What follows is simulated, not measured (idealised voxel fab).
The name of this process module is voxel local oxidation.
Xsec cut, 175 nm wide, square cell size 5 nm.
A cross-section is a grid of square cells, given in bands from the top down. A band is one or more rows of cells. In this notation a band is specified by the heights of its top and bottom, in that order and in nm, after which its materials appear from left to right, each paired with its width in nm. The word "throughout" attached to a single material means that material fills the band from edge to edge; the word "empty" stands for empty space. For the purposes of this specification, 0 denotes the height below which the wafer in its as-received condition is composed wholly of one material, and the lowermost band, lacking a lower limit, extends downward without end, as expressed in "0 -> down". Width spec "30->40" -> top row of cells at first value, bottom row at second value, equal per-row change in between. "no alterations made" for a step: no cell of the cross-section changed in that step. Voids not open to the top, 8 cells minimum: see "Closed internal voids". Written width x height at distance; distance is from the left edge; nm. Heads up: the bit after the settings on a step's line is the simulator's remark on that step. overlay nm, on a step with a mask: how far to the right of its planned place the mask lay; to the left if negative.
Process steps - plan
1) RECEIVE | material Si
2) OXIDIZE | depth nm 5
3) CONFORMAL_DEP | material SiN | thk nm 15
4) PATTERN | tone cover | mask id ACTIVE | material resist | width nm 100 | thk nm 15 | overlay nm 0
5) DIRECTIONAL_ETCH | etch materials SiN | depth nm 15
6) STRIP | etch materials resist
7) SELECTIVE_ETCH | etch materials SiO2 | depth nm 5
8) OXIDIZE | depth nm 10
9) STRIP | etch materials SiN
Below: the first of two wafers, run as planned
Cross-section of the incoming wafer, state after step 1
* 0 -> down = Si throughout
* Closed internal voids: none
After step 2, in cross-section
* 0 -> -5 = SiO2 throughout
* Nothing below the height -5 has changed.
After step 3, in cross-section
* 15 -> 0 = SiN throughout
* Nothing below the height 0 has changed.
After step 4, in cross-section
* 30 -> 15 = empty: 35  resist: 100  empty: 40
* Nothing below the height 15 has changed.
After step 5, in cross-section
* 30 -> 15 = empty: 35  resist: 100  empty: 40
* 15 -> 0 = empty: 35  SiN: 100  empty: 40
* Nothing below the height 0 has changed.
After step 6, in cross-section
* 15 -> 0 = empty: 35  SiN: 100  empty: 40
* Nothing below the height 0 has changed.
After step 7, in cross-section
* 15 -> 0 = empty: 35  SiN: 100  empty: 40
* 0 -> -5 = empty: 40  SiO2: 90  empty: 45
* Nothing below the height -5 has changed.
After step 8, in cross-section
* 15 -> 0 = empty: 35  SiN: 100  empty: 40
* 0 -> -5 = empty: 40  SiO2: 90  empty: 45
* -5 -> -15 = SiO2: 50  Si: 70  SiO2: 55
* Nothing below the height -15 has changed.
After step 9, in cross-section
* 0 -> -5 = empty: 40  SiO2: 90  empty: 45
* Nothing below the height -5 has changed.
Companion wafer, the second of two: same beginning, same intended sequence, one mistake in carrying it out; through step 7 inclusive it tracks the first exactly
At the planned end of step 8, the second wafer in cross-section
* 15 -> 0 = empty: 35  SiN: 100  empty: 40
* 0 -> -5 = empty: 40  SiO2: 90  empty: 45
* -5 -> -25 = SiO2: 60  Si: 50  SiO2: 65
* Nothing below the height -25 has changed.
At the planned end of step 9, the second wafer in cross-section
* 0 -> -5 = empty: 40  SiO2: 90  empty: 45
* Nothing below the height -5 has changed.
In executing the process, a mistake was made relative to the plan: step 8 ran as: OXIDIZE | depth nm 20
End of process, cell counts, second wafer against first, materials with more or fewer: Si -58; SiO2 +58
